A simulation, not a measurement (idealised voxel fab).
process module | voxel self aligned contacts
cross-section cut | 200 nm wide | cells 5 nm
A cross-section is a grid of square cells, given in bands from the top down. A band is one or more rows of cells.
Each band's line starts with the height of the band's top and of its bottom, in nm. Then come its materials from left to right, each with its width in nm. One material with "throughout" fills the band from edge to edge. "air" is empty space.
Height 0 is the level under which the wafer as received is all one material. The lowest band goes on downwards, as in "0 down".
A width such as "30 to 40" changes by the same amount from each row of cells to the next, from the band's top row to its bottom row.
"no change" after a step means that no cell of the cross-section changed.
closed voids: empty space of 8 cells or more with no open way to the top, each as width x height at its distance from the left edge, in nm
after a step's settings: what the simulator itself notes on the step
overlay nm, on a step with a mask: how far to the right of its planned place the mask lay; to the left if negative
plan
1 op RECEIVE | material Si
2 op CONFORMAL_DEP | material SiO2 | thk nm 5
3 op DIRECTIONAL_DEP | material polySi | thk nm 30
4 op DIRECTIONAL_DEP | material SiN | thk nm 20
5 op DIRECTIONAL_DEP | material aC | thk nm 15
6 op PATTERN | tone cover | mask id GATE | material resist | width nm 25 | pitch nm 60 | thk nm 30 | overlay nm 0
7 op DIRECTIONAL_ETCH | etch materials aC | depth nm 15
8 op STRIP | etch materials resist
9 op DIRECTIONAL_ETCH | etch materials SiN | depth nm 20
10 op DIRECTIONAL_ETCH | etch materials polySi | depth nm 30
11 op STRIP | etch materials aC
12 op CONFORMAL_DEP | material SiN | thk nm 10
13 op DIRECTIONAL_ETCH | etch materials SiN | depth nm 10
14 op FILL_DEP | material SiO2 | thk nm 15
15 op CMP | height nm 60
16 op MASKED_ETCH | tone open | mask id CONTACT | width nm 45 | etch materials SiO2 | depth nm 60 | overlay nm 0
17 op CONFORMAL_DEP | material TiN | thk nm 5
18 op FILL_DEP | material Ru | thk nm 5
19 op CMP | height nm 60
20 op CONFORMAL_DEP | material SiN | thk nm 5
as received, after step 1
  0 down: Si throughout
  closed voids: none
first wafer at the end, as planned
  65 to 60: SiN throughout
  60 to 55: SiO2 75 | TiN 20 | Ru 5 | TiN 20 | SiO2 80
  55 to 35: SiO2 45 | SiN 45 | TiN 5 | Ru 5 | TiN 5 | SiN 45 | SiO2 50
  35 to 5: SiO2 45 | SiN 10 | polySi 25 | SiN 10 | TiN 5 | Ru 5 | TiN 5 | SiN 10 | polySi 25 | SiN 10 | SiO2 50
  5 to 0: SiO2 90 | TiN 15 | SiO2 95
  0 down: Si throughout
  closed voids: none
second wafer at the end: like start, like plan, one mistake
  65 to 60: SiN throughout
  60 to 55: SiO2 75 | TiN 20 | Ru 5 | TiN 20 | SiO2 80
  55 to 30: SiO2 45 | SiN 10 | polySi 25 | SiN 10 | TiN 5 | Ru 5 | TiN 5 | SiN 10 | polySi 25 | SiN 10 | SiO2 50
  30 to 25: SiO2 45 | SiN 10 | polySi 25 | SiN 10 | TiN 15 | SiN 10 | polySi 25 | SiN 10 | SiO2 50
  25 to 5: SiN throughout
  5 to 0: SiO2 throughout
  0 down: Si throughout
  closed voids: none
what went wrong: steps 3 and 4 were swapped
at the end the second wafer has, in cells: 5 fewer of Ru | 88 more of SiN | 73 fewer of SiO2 | 10 fewer of TiN
